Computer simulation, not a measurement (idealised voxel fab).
Process module in this document: voxel self aligned vias
This is section cut - it's 290 nm across, gridded in 5 nm square cells.
Square cells in a grid make up a cross-section in this document, and the grid is given as bands, listed from the top down, each one or more rows of cells. Band: top and bottom heights (nm) first, top before bottom; then materials from left to right, widths in nm. "everywhere" marks a sole material filling the band edge to edge. "air" denotes empty space. Height datum 0, below which the as-received substrate wafer is one material. Lowest band open at the bottom, running downward: "0 and below". Graded width ("30->40"): value in top row of band = first number; value in bottom row = second number; row-to-row change constant. Step note "same as before" = no cross-section cell changed. Closed-off voids of 8+ cells (no open route to the top) go in "Fully sealed cavities", written width x height at distance from the left edge, in nm. What comes after the settings on a step's line is commentary from the simulator itself on that step. A step's line can hold "overlay nm"; with a mask on that step, the setting says how far right of the planned place the mask lay, while a negative setting says it lay to the left.

### Steps in the process plan
1: RECEIVE (material Si)
2: CONFORMAL_DEP (material SiO2; thk nm 15)
3: CONFORMAL_DEP (material SiCN; thk nm 5)
4: DIRECTIONAL_DEP (material SiO2; thk nm 20)
5: PATTERN (tone open; mask id LINES; material resist; width nm 30; pitch nm 70; thk nm 15; overlay nm 0)
6: DIRECTIONAL_ETCH (etch materials SiO2; depth nm 20)
7: STRIP (etch materials resist)
8: CONFORMAL_DEP (material TiN; thk nm 5)
9: FILL_DEP (material W; thk nm 5)
10: CMP (height nm 40)
11: SELECTIVE_ETCH (etch materials W Ru TiN; depth nm 5)
12: FILL_DEP (material SiN; thk nm 5)
13: CMP (height nm 40)
14: DIRECTIONAL_DEP (material SiO2; thk nm 20)
15: MASKED_ETCH (tone open; mask id VIAS; width nm 40; pitch nm 70; etch materials SiO2; depth nm 20; overlay nm 0)
16: MASKED_ETCH (tone open; mask id VIAS; width nm 40; pitch nm 70; etch materials SiN; depth nm 5; overlay nm 0)
17: CONFORMAL_DEP (material TiN; thk nm 5)
18: FILL_DEP (material Cu; thk nm 5)
19: CMP (height nm 60)
20: CONFORMAL_DEP (material SiN; thk nm 5)

### Below: the first of two wafers, run as planned

### Received-state cross-section, reflecting completion of step 1
    0 and below | Si everywhere
    Fully sealed cavities: none

### Take a look at the wafer's cross-section after step 2
    15 down to 0 | SiO2 everywhere
    Everything under 0 stays put, no change at all.

### Take a look at the wafer's cross-section after step 3
    20 down to 15 | SiCN everywhere
    Everything under 15 stays put, no change at all.

### Take a look at the wafer's cross-section after step 4
    40 down to 20 | SiO2 everywhere
    Everything under 20 stays put, no change at all.

### Take a look at the wafer's cross-section after step 5
    55 down to 40 | 60 of resist / 30 of air / 40 of resist / 30 of air / 40 of resist / 30 of air / 60 of resist
    Everything under 40 stays put, no change at all.

### Take a look at the wafer's cross-section after step 6
    55 down to 40 | 60 of resist / 30 of air / 40 of resist / 30 of air / 40 of resist / 30 of air / 60 of resist
    40 down to 20 | 60 of SiO2 / 30 of air / 40 of SiO2 / 30 of air / 40 of SiO2 / 30 of air / 60 of SiO2
    Everything under 20 stays put, no change at all.

### Take a look at the wafer's cross-section after step 7
    40 down to 20 | 60 of SiO2 / 30 of air / 40 of SiO2 / 30 of air / 40 of SiO2 / 30 of air / 60 of SiO2
    Everything under 20 stays put, no change at all.

### Take a look at the wafer's cross-section after step 8
    45 down to 40 | 65 of TiN / 20 of air / 50 of TiN / 20 of air / 50 of TiN / 20 of air / 65 of TiN
    40 down to 25 | 60 of SiO2 / 5 of TiN / 20 of air / 5 of TiN / 40 of SiO2 / 5 of TiN / 20 of air / 5 of TiN / 40 of SiO2 / 5 of TiN / 20 of air / 5 of TiN / 60 of SiO2
    25 down to 20 | 60 of SiO2 / 30 of TiN / 40 of SiO2 / 30 of TiN / 40 of SiO2 / 30 of TiN / 60 of SiO2
    Everything under 20 stays put, no change at all.

### Take a look at the wafer's cross-section after step 9
    50 down to 45 | W everywhere
    45 down to 40 | 65 of TiN / 20 of W / 50 of TiN / 20 of W / 50 of TiN / 20 of W / 65 of TiN
    40 down to 25 | 60 of SiO2 / 5 of TiN / 20 of W / 5 of TiN / 40 of SiO2 / 5 of TiN / 20 of W / 5 of TiN / 40 of SiO2 / 5 of TiN / 20 of W / 5 of TiN / 60 of SiO2
    Everything under 25 stays put, no change at all.

### Take a look at the wafer's cross-section after step 10
    40 down to 25 | 60 of SiO2 / 5 of TiN / 20 of W / 5 of TiN / 40 of SiO2 / 5 of TiN / 20 of W / 5 of TiN / 40 of SiO2 / 5 of TiN / 20 of W / 5 of TiN / 60 of SiO2
    Everything under 25 stays put, no change at all.

### Take a look at the wafer's cross-section after step 11
    40 down to 35 | 60 of SiO2 / 30 of air / 40 of SiO2 / 30 of air / 40 of SiO2 / 30 of air / 60 of SiO2
    Everything under 35 stays put, no change at all.

### Take a look at the wafer's cross-section after step 12
    45 down to 40 | SiN everywhere
    40 down to 35 | 60 of SiO2 / 30 of SiN / 40 of SiO2 / 30 of SiN / 40 of SiO2 / 30 of SiN / 60 of SiO2
    Everything under 35 stays put, no change at all.

### Take a look at the wafer's cross-section after step 13
    40 down to 35 | 60 of SiO2 / 30 of SiN / 40 of SiO2 / 30 of SiN / 40 of SiO2 / 30 of SiN / 60 of SiO2
    Everything under 35 stays put, no change at all.

### Take a look at the wafer's cross-section after step 14
    60 down to 40 | SiO2 everywhere
    Everything under 40 stays put, no change at all.

### Take a look at the wafer's cross-section after step 15
    60 down to 40 | 55 of SiO2 / 40 of air / 30 of SiO2 / 40 of air / 30 of SiO2 / 40 of air / 55 of SiO2
    Everything under 40 stays put, no change at all.

### Take a look at the wafer's cross-section after step 16
    60 down to 40 | 55 of SiO2 / 40 of air / 30 of SiO2 / 40 of air / 30 of SiO2 / 40 of air / 55 of SiO2
    40 down to 35 | 60 of SiO2 / 30 of air / 40 of SiO2 / 30 of air / 40 of SiO2 / 30 of air / 60 of SiO2
    Everything under 35 stays put, no change at all.

### Take a look at the wafer's cross-section after step 17
    65 down to 60 | 60 of TiN / 30 of air / 40 of TiN / 30 of air / 40 of TiN / 30 of air / 60 of TiN
    60 down to 45 | 55 of SiO2 / 5 of TiN / 30 of air / 5 of TiN / 30 of SiO2 / 5 of TiN / 30 of air / 5 of TiN / 30 of SiO2 / 5 of TiN / 30 of air / 5 of TiN / 55 of SiO2
    45 down to 40 | 55 of SiO2 / 10 of TiN / 20 of air / 10 of TiN / 30 of SiO2 / 10 of TiN / 20 of air / 10 of TiN / 30 of SiO2 / 10 of TiN / 20 of air / 10 of TiN / 55 of SiO2
    40 down to 35 | 60 of SiO2 / 30 of TiN / 40 of SiO2 / 30 of TiN / 40 of SiO2 / 30 of TiN / 60 of SiO2
    Everything under 35 stays put, no change at all.

### Take a look at the wafer's cross-section after step 18
    70 down to 65 | Cu everywhere
    65 down to 60 | 60 of TiN / 30 of Cu / 40 of TiN / 30 of Cu / 40 of TiN / 30 of Cu / 60 of TiN
    60 down to 45 | 55 of SiO2 / 5 of TiN / 30 of Cu / 5 of TiN / 30 of SiO2 / 5 of TiN / 30 of Cu / 5 of TiN / 30 of SiO2 / 5 of TiN / 30 of Cu / 5 of TiN / 55 of SiO2
    45 down to 40 | 55 of SiO2 / 10 of TiN / 20 of Cu / 10 of TiN / 30 of SiO2 / 10 of TiN / 20 of Cu / 10 of TiN / 30 of SiO2 / 10 of TiN / 20 of Cu / 10 of TiN / 55 of SiO2
    Everything under 40 stays put, no change at all.

### Take a look at the wafer's cross-section after step 19
    60 down to 45 | 55 of SiO2 / 5 of TiN / 30 of Cu / 5 of TiN / 30 of SiO2 / 5 of TiN / 30 of Cu / 5 of TiN / 30 of SiO2 / 5 of TiN / 30 of Cu / 5 of TiN / 55 of SiO2
    Everything under 45 stays put, no change at all.

### Take a look at the wafer's cross-section after step 20
    65 down to 60 | SiN everywhere
    Everything under 60 stays put, no change at all.

### Here the second wafer is described. Its start and its plan were those of the first wafer. Its run contained one mistake. Up to and including step 14, it did exactly what the first wafer did

### Second wafer, sectioned view, at step 15's planned end time
    60 down to 40 | 55 of SiO2 / 40 of air / 30 of SiO2 / 40 of air / 30 of SiO2 / 40 of air / 55 of SiO2
    40 down to 35 | 55 of SiO2 / 5 of air / 30 of SiN / 5 of air / 30 of SiO2 / 5 of air / 30 of SiN / 5 of air / 30 of SiO2 / 5 of air / 30 of SiN / 5 of air / 55 of SiO2
    35 down to 25 | 55 of SiO2 / 5 of air / 5 of TiN / 20 of W / 5 of TiN / 5 of air / 30 of SiO2 / 5 of air / 5 of TiN / 20 of W / 5 of TiN / 5 of air / 30 of SiO2 / 5 of air / 5 of TiN / 20 of W / 5 of TiN / 5 of air / 55 of SiO2
    25 down to 20 | 55 of SiO2 / 5 of air / 30 of TiN / 5 of air / 30 of SiO2 / 5 of air / 30 of TiN / 5 of air / 30 of SiO2 / 5 of air / 30 of TiN / 5 of air / 55 of SiO2
    Everything under 20 stays put, no change at all.

### Second wafer, sectioned view, at step 16's planned end time
    60 down to 35 | 55 of SiO2 / 40 of air / 30 of SiO2 / 40 of air / 30 of SiO2 / 40 of air / 55 of SiO2
    Everything under 35 stays put, no change at all.

### Second wafer, sectioned view, at step 17's planned end time
    65 down to 60 | 60 of TiN / 30 of air / 40 of TiN / 30 of air / 40 of TiN / 30 of air / 60 of TiN
    60 down to 40 | 55 of SiO2 / 5 of TiN / 30 of air / 5 of TiN / 30 of SiO2 / 5 of TiN / 30 of air / 5 of TiN / 30 of SiO2 / 5 of TiN / 30 of air / 5 of TiN / 55 of SiO2
    40 down to 35 | 55 of SiO2 / 40 of TiN / 30 of SiO2 / 40 of TiN / 30 of SiO2 / 40 of TiN / 55 of SiO2
    35 down to 25 | 55 of SiO2 / 10 of TiN / 20 of W / 10 of TiN / 30 of SiO2 / 10 of TiN / 20 of W / 10 of TiN / 30 of SiO2 / 10 of TiN / 20 of W / 10 of TiN / 55 of SiO2
    25 down to 20 | 55 of SiO2 / 40 of TiN / 30 of SiO2 / 40 of TiN / 30 of SiO2 / 40 of TiN / 55 of SiO2
    Everything under 20 stays put, no change at all.

### Second wafer, sectioned view, at step 18's planned end time
    70 down to 65 | Cu everywhere
    65 down to 60 | 60 of TiN / 30 of Cu / 40 of TiN / 30 of Cu / 40 of TiN / 30 of Cu / 60 of TiN
    60 down to 40 | 55 of SiO2 / 5 of TiN / 30 of Cu / 5 of TiN / 30 of SiO2 / 5 of TiN / 30 of Cu / 5 of TiN / 30 of SiO2 / 5 of TiN / 30 of Cu / 5 of TiN / 55 of SiO2
    Everything under 40 stays put, no change at all.

### Second wafer, sectioned view, at step 19's planned end time
    60 down to 40 | 55 of SiO2 / 5 of TiN / 30 of Cu / 5 of TiN / 30 of SiO2 / 5 of TiN / 30 of Cu / 5 of TiN / 30 of SiO2 / 5 of TiN / 30 of Cu / 5 of TiN / 55 of SiO2
    Everything under 40 stays put, no change at all.

### Second wafer, sectioned view, at step 20's planned end time
    65 down to 60 | SiN everywhere
    Everything under 60 stays put, no change at all.
Error vs. plan: twice, step 15 of the plan was run
Materials where the second wafer ends with more or fewer cells than the first: +6 Cu, -24 SiO2, +18 TiN
